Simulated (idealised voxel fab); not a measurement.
The document below concerns the process module designated voxel gate over fins.
The width of the displayed cross-section, cut, is 240 nm; its cells are square, with a size of 5 nm.
Notation: cross-section as square-cell grid; stated in bands, top first, going down; one or more cell rows per band.
The band entry comprises the height of the band's top followed by the height of its bottom, expressed in nm, and subsequently the band's materials from left to right, each stated together with its width in nm. Where a single material is marked with the word "everywhere", that material fills the band from edge to edge. The word "blank" represents empty space.
Note: height 0 marks the level under which the wafer is uniformly one material as received. Lowest band unbounded below, written "0 nm and below".
The width entry "30 to 40" should be interpreted row by row: the top row of cells in the band takes the first number, the bottom row takes the second number, and the change between adjacent rows is uniform throughout.
Given "left unchanged" for a step, no cell of the cross-section differs between before and after that step.
The list in "Unvented cavities" covers empty spaces of 8 cells or more that cannot reach the top through any open way, and it gives each as width x height at distance; the distance is from the left edge, and width, height and distance are in nm.
If you see something after the settings on a step's line, that's the simulator's own remark about that step.
overlay nm: mask offset rightward from planned place, masked step; negative means leftward offset.
[Listed below are the process steps as planned]
| 1 | RECEIVE | material Si |
| 2 | CONFORMAL_DEP | material SiN | thk nm 5 |
| 3 | MASKED_ETCH | tone cover | mask id FINS | width nm 15 | pitch nm 40 | etch materials SiN | depth nm 5 | overlay nm 0 |
| 4 | MASKED_ETCH | tone cover | mask id FINS | width nm 15 | pitch nm 40 | etch materials Si | depth nm 40 | overlay nm 0 |
| 5 | OXIDIZE | depth nm 5 |
| 6 | FILL_DEP | material SiO2 | thk nm 15 |
| 7 | CMP | height nm 5 |
| 8 | SELECTIVE_ETCH | etch materials SiO2 | depth nm 15 |
| 9 | STRIP | etch materials SiN |
| 10 | CONFORMAL_DEP | material HfO2 | thk nm 5 |
| 11 | CONFORMAL_DEP | material TiN | thk nm 5 |
| 12 | FILL_DEP | material W | thk nm 10 |
| 13 | CMP | height nm 15 |
| 14 | CONFORMAL_DEP | material SiCN | thk nm 5 |
Split variable: thk nm, step 14. Plan value = first wafer. Wafers start alike.
[The first of several wafers as received, shown in cross-section; this is its state after step 1]
> 0 nm and below | Si everywhere
> Unvented cavities: none
[Per wafer (row), end of module: delta in cells per material since receipt, (+) for gained, (-) for lost; closed voids after that]
thk nm 5, +64 HfO2, -396 Si, +48 SiCN, +308 SiO2, +64 TiN, +104 W, Unvented cavities: none
thk nm 10, +64 HfO2, -396 Si, +96 SiCN, +308 SiO2, +64 TiN, +104 W, Unvented cavities: none
thk nm 15, +64 HfO2, -396 Si, +144 SiCN, +308 SiO2, +64 TiN, +104 W, Unvented cavities: none
thk nm 20, +64 HfO2, -396 Si, +192 SiCN, +308 SiO2, +64 TiN, +104 W, Unvented cavities: none
